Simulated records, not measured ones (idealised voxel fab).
Proc. module: voxel self aligned contacts
We display cut, a cross-section 250 nm in width whose square cells are each 5 nm.
Notation: cross-section as square-cell grid; stated in bands, top first, going down; one or more cell rows per band.
Each band's line starts with the height of the band's top and of its bottom, in nm. Then come its materials from left to right, each with its width in nm. One material with "throughout" fills the band from edge to edge. "blank" is empty space.
Heights are reckoned from 0. Under this level, the received wafer is all of one material. The bottommost band is open-ended downward, for example "from 0 down".
The expression "30->40" gives the width at the extremes of the band, the first number at its top row of cells and the second at its bottom row, with the width changing by equal amounts from each row to the next in between.
Key: "nothing changed" - step with no changed cell in the cross-section.
Under "Internal closed voids" you'll find the enclosed gaps, the ones with no way out to the top, that are 8 cells or bigger; each reads width x height at distance, with distance counted from the left edge, everything in nm.
The remark found on a step's line after its settings is issued by the simulator itself and pertains to that step.
overlay nm: mask offset rightward from planned place, masked step; negative means leftward offset.
SET OUT BELOW ARE THE PLANNED STEPS OF THE PROCESS
- 1: RECEIVE with material Si
- 2: OXIDIZE with depth nm 5
- 3: DIRECTIONAL_DEP with material polySi, thk nm 20
- 4: DIRECTIONAL_DEP with material SiN, thk nm 20
- 5: MASKED_ETCH with tone cover, mask id GATE, width nm 35, pitch nm 60, etch materials SiN, depth nm 20, overlay nm 0
- 6: MASKED_ETCH with tone cover, mask id GATE, width nm 35, pitch nm 60, etch materials polySi, depth nm 20, overlay nm 0
- 7: CONFORMAL_DEP with material SiN, thk nm 5
- 8: DIRECTIONAL_ETCH with etch materials SiN, depth nm 5
- 9: FILL_DEP with material SiO2, thk nm 20
- 10: CMP with height nm 50
- 11: PATTERN with tone open, mask id CONTACT, material resist, width nm 45, thk nm 15, overlay nm 0
- 12: DIRECTIONAL_ETCH with etch materials SiO2, depth nm 55
- 13: STRIP with etch materials resist
- 14: CONFORMAL_DEP with material TiN, thk nm 5
- 15: FILL_DEP with material Ru, thk nm 5
- 16: CMP with height nm 50
- 17: CONFORMAL_DEP with material SiN, thk nm 5
The plan's step 14 thk nm is the first wafer's value; the wafers differ in this setting and start identical.
CUT THROUGH THE FIRST OF SEVERAL WAFERS AS RECEIVED, POST STEP 1
    from 0 down  Si throughout
    Internal closed voids: none
WAFER CROSS-SECTION (FIRST OF SEVERAL) - MODULE END, POST STEP 17 (LAST STEP)
    from 55 to 50  SiN throughout
    from 50 to 40  SiO2 100 nm, then TiN 5->20 nm, then Ru 35->5 nm, then TiN 5->20 nm, then SiO2 105 nm
    from 40 to 20  SiO2 70 nm, then SiN 45 nm, then TiN 5 nm, then Ru 5 nm, then TiN 5 nm, then SiN 45 nm, then SiO2 75 nm
    from 20 to 0  SiO2 70 nm, then SiN 5 nm, then polySi 35 nm, then SiN 5 nm, then TiN 5 nm, then Ru 5 nm, then TiN 5 nm, then SiN 5 nm, then polySi 35 nm, then SiN 5 nm, then SiO2 75 nm
    from 0 to -5  SiO2 115 nm, then TiN 15 nm, then SiO2 120 nm
    from -5 down  Si throughout
    Internal closed voids: none
LAST-WAFER CROSS-SECTION AT THE END OF THE MODULE
    from 55 to 50  SiN throughout
    from 50 to 40  SiO2 100 nm, then TiN 45 nm, then SiO2 105 nm
    from 40 to 20  SiO2 70 nm, then SiN 45 nm, then TiN 15 nm, then SiN 45 nm, then SiO2 75 nm
    from 20 to 0  SiO2 70 nm, then SiN 5 nm, then polySi 35 nm, then SiN 5 nm, then TiN 15 nm, then SiN 5 nm, then polySi 35 nm, then SiN 5 nm, then SiO2 75 nm
    from 0 to -5  SiO2 115 nm, then TiN 15 nm, then SiO2 120 nm
    from -5 down  Si throughout
    Internal closed voids: none
TABLE: WAFERS, A ROW EACH; END-OF-MODULE CELL CHANGE PER MATERIAL SINCE RECEIPT, GAIN (+), LOSS (-); THEN CLOSED VOIDS
thk nm 5; +16 Ru; -50 Si; +138 SiN; +361 SiO2; +29 TiN; +56 polySi; Internal closed voids: none
thk nm 10; -50 Si; +138 SiN; +361 SiO2; +45 TiN; +56 polySi; Internal closed voids: none
thk nm 15; -50 Si; +138 SiN; +361 SiO2; +45 TiN; +56 polySi; Internal closed voids: none
thk nm 20; -50 Si; +138 SiN; +361 SiO2; +45 TiN; +56 polySi; Internal closed voids: none
